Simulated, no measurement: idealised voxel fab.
voxel tone inversion: a process module
FYI the section here is cut, 200 nm wide, cells are 5 nm squares.
How to read a cross-section here: the picture is a grid of square cells, written as bands going from the top down, and any band can span one or more rows of cells. For a band, the entry starts with two heights in nm, that of the top and then that of the bottom, and carries on with the band's materials in order from left to right, each alongside its width in nm; the word "all across" beside a single material means it fills the band edge to edge, and "air" means empty space. All heights in this document are referenced to 0, defined as the level beneath which the wafer, as received, consists entirely of one material. The lowest band is not bounded below; it extends indefinitely downward and is written in the form "0 -> down". So if you see something like "30->40" for the width, read it as the top row of the band sitting at the first number and the bottom row at the second, with every row in between moving by the same amount as the last. "remained unchanged" means the step left every cell of the cross-section as it was. Each empty space that has no open way to the top and spans at least 8 cells appears under "Enclosed void list" as width x height at distance, the distance counted from the left edge, all in nm. Past the settings on a step's line: simulator remark, on that step. The "overlay nm" setting may appear on a step's line; for a step that uses a mask, it gives how far to the right of its planned position the mask lay, and a negative value indicates the left.
-- Here's what the planned process steps look like
| 1 | RECEIVE [material Si] |
| 2 | CONFORMAL_DEP [material SiN] [thk nm 10] |
| 3 | DIRECTIONAL_DEP [material aC] [thk nm 15] |
| 4 | PATTERN [tone cover] [mask id POSTS] [material resist] [width nm 15] [pitch nm 35] [thk nm 20] [overlay nm 0] |
| 5 | DIRECTIONAL_ETCH [etch materials aC] [depth nm 15] |
| 6 | STRIP [etch materials resist] |
| 7 | FILL_DEP [material SiO2] [thk nm 10] |
| 8 | CMP [height nm 25] |
| 9 | STRIP [etch materials aC] |
-- Below: the first of two wafers, run as planned
-- Incoming wafer, cross-sectional view, post step 1
  0 -> down  Si all across
  Enclosed void list: none
-- Cross-sectional representation of the wafer at the conclusion of step 2
  10 -> 0  SiN all across
  Beneath the level 0, the cross-section is identical to its previous state.
-- Cross-sectional representation of the wafer at the conclusion of step 3
  25 -> 10  aC all across
  Beneath the level 10, the cross-section is identical to its previous state.
-- Cross-sectional representation of the wafer at the conclusion of step 4
  45 -> 25  air=55  resist=15  air=20  resist=15  air=20  resist=15  air=60
  Beneath the level 25, the cross-section is identical to its previous state.
-- Cross-sectional representation of the wafer at the conclusion of step 5
  30 -> 25  air=55  resist=15  air=20  resist=15  air=20  resist=15  air=60
  25 -> 10  air=55  aC=15  air=20  aC=15  air=20  aC=15  air=60
  Beneath the level 10, the cross-section is identical to its previous state.
-- Cross-sectional representation of the wafer at the conclusion of step 6
  25 -> 10  air=55  aC=15  air=20  aC=15  air=20  aC=15  air=60
  Beneath the level 10, the cross-section is identical to its previous state.
-- Cross-sectional representation of the wafer at the conclusion of step 7
  35 -> 25  SiO2 all across
  25 -> 10  SiO2=55  aC=15  SiO2=20  aC=15  SiO2=20  aC=15  SiO2=60
  Beneath the level 10, the cross-section is identical to its previous state.
-- Cross-sectional representation of the wafer at the conclusion of step 8
  25 -> 10  SiO2=55  aC=15  SiO2=20  aC=15  SiO2=20  aC=15  SiO2=60
  Beneath the level 10, the cross-section is identical to its previous state.
-- Cross-sectional representation of the wafer at the conclusion of step 9
  25 -> 10  SiO2=55  air=15  SiO2=20  air=15  SiO2=20  air=15  SiO2=60
  Beneath the level 10, the cross-section is identical to its previous state.
-- second wafer: like start, like plan, one mistake. Through step 3 it matches the first wafer
-- The second wafer cut through, at the time step 4 was supposed to be finished
  45 -> 25  air=60  resist=15  air=20  resist=15  air=20  resist=15  air=55
  Beneath the level 25, the cross-section is identical to its previous state.
-- The second wafer cut through, at the time step 5 was supposed to be finished
  30 -> 25  air=60  resist=15  air=20  resist=15  air=20  resist=15  air=55
  25 -> 10  air=60  aC=15  air=20  aC=15  air=20  aC=15  air=55
  Beneath the level 10, the cross-section is identical to its previous state.
-- The second wafer cut through, at the time step 6 was supposed to be finished
  25 -> 10  air=60  aC=15  air=20  aC=15  air=20  aC=15  air=55
  Beneath the level 10, the cross-section is identical to its previous state.
-- The second wafer cut through, at the time step 7 was supposed to be finished
  35 -> 25  SiO2 all across
  25 -> 10  SiO2=60  aC=15  SiO2=20  aC=15  SiO2=20  aC=15  SiO2=55
  Beneath the level 10, the cross-section is identical to its previous state.
-- The second wafer cut through, at the time step 8 was supposed to be finished
  25 -> 10  SiO2=60  aC=15  SiO2=20  aC=15  SiO2=20  aC=15  SiO2=55
  Beneath the level 10, the cross-section is identical to its previous state.
-- The second wafer cut through, at the time step 9 was supposed to be finished
  25 -> 10  SiO2=60  air=15  SiO2=20  air=15  SiO2=20  air=15  SiO2=55
  Beneath the level 10, the cross-section is identical to its previous state.
Nonconformance to the process plan: step 4 changed vs plan, executed as PATTERN [tone cover] [mask id POSTS] [material resist] [width nm 15] [pitch nm 35] [thk nm 20] [overlay nm 5]
Heads up: at the end the two wafers have identical cell counts per material, they're just laid out differently.
